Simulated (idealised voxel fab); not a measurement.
process module | voxel trench capacitor
cross-section cut | 205 nm wide | cells 5 nm
A cross-section is a grid of square cells, given in bands from the top down. A band is one or more rows of cells.
Each band's line starts with the height of the band's top and of its bottom, in nm. Then come its materials from left to right, each with its width in nm. One material with "throughout" fills the band from edge to edge. "air" is empty space.
Height 0 is the level under which the wafer as received is all one material. The lowest band goes on downwards, as in "0 down".
A width such as "30 to 40" changes by the same amount from each row of cells to the next, from the band's top row to its bottom row.
"no change" after a step means that no cell of the cross-section changed.
closed voids: empty space of 8 cells or more with no open way to the top, each as width x height at its distance from the left edge, in nm
after a step's settings: what the simulator itself notes on the step
overlay nm, on a step with a mask: how far to the right of its planned place the mask lay; to the left if negative
plan
1 op RECEIVE | material Si
2 op CONFORMAL_DEP | material SiN | thk nm 10
3 op MASKED_ETCH | tone open | mask id TRENCH | width nm 25 | pitch nm 40 | etch materials SiN | depth nm 10 | overlay nm 0
4 op MASKED_ETCH | tone open | mask id TRENCH | width nm 25 | pitch nm 40 | etch materials Si | depth nm 30 | overlay nm 0
5 op CONFORMAL_DEP | material SiO2 | thk nm 5
6 op FILL_DEP | material polySi | thk nm 5
7 op CMP | height nm 10
as received, after step 1
  0 down: Si throughout
  closed voids: none
first wafer at the end, as planned
  10 to 0: SiN 70 | SiO2 5 | polySi 15 | SiO2 5 | SiN 15 | SiO2 5 | polySi 15 | SiO2 5 | SiN 70
  0 to -25: Si 70 | SiO2 5 | polySi 15 | SiO2 5 | Si 15 | SiO2 5 | polySi 15 | SiO2 5 | Si 70
  -25 to -30: Si 70 | SiO2 25 | Si 15 | SiO2 25 | Si 70
  -30 down: Si throughout
  closed voids: none
second wafer at the end: like start, like plan, one mistake
  10 to 0: SiN 75 | SiO2 5 | polySi 10 | SiO2 5 | SiN 20 | SiO2 5 | polySi 10 | SiO2 5 | SiN 70
  0 to -25: Si 75 | SiO2 5 | polySi 10 | SiO2 5 | Si 20 | SiO2 5 | polySi 10 | SiO2 5 | Si 70
  -25 to -30: Si 75 | SiO2 20 | Si 20 | SiO2 20 | Si 70
  -30 down: Si throughout
  closed voids: none
what went wrong: step 3 ran as: op MASKED_ETCH | tone open | mask id TRENCH | width nm 20 | pitch nm 40 | etch materials SiN | depth nm 10 | overlay nm 0
at the end the second wafer has, in cells: 12 more of Si | 4 more of SiN | 2 fewer of SiO2 | 14 fewer of polySi
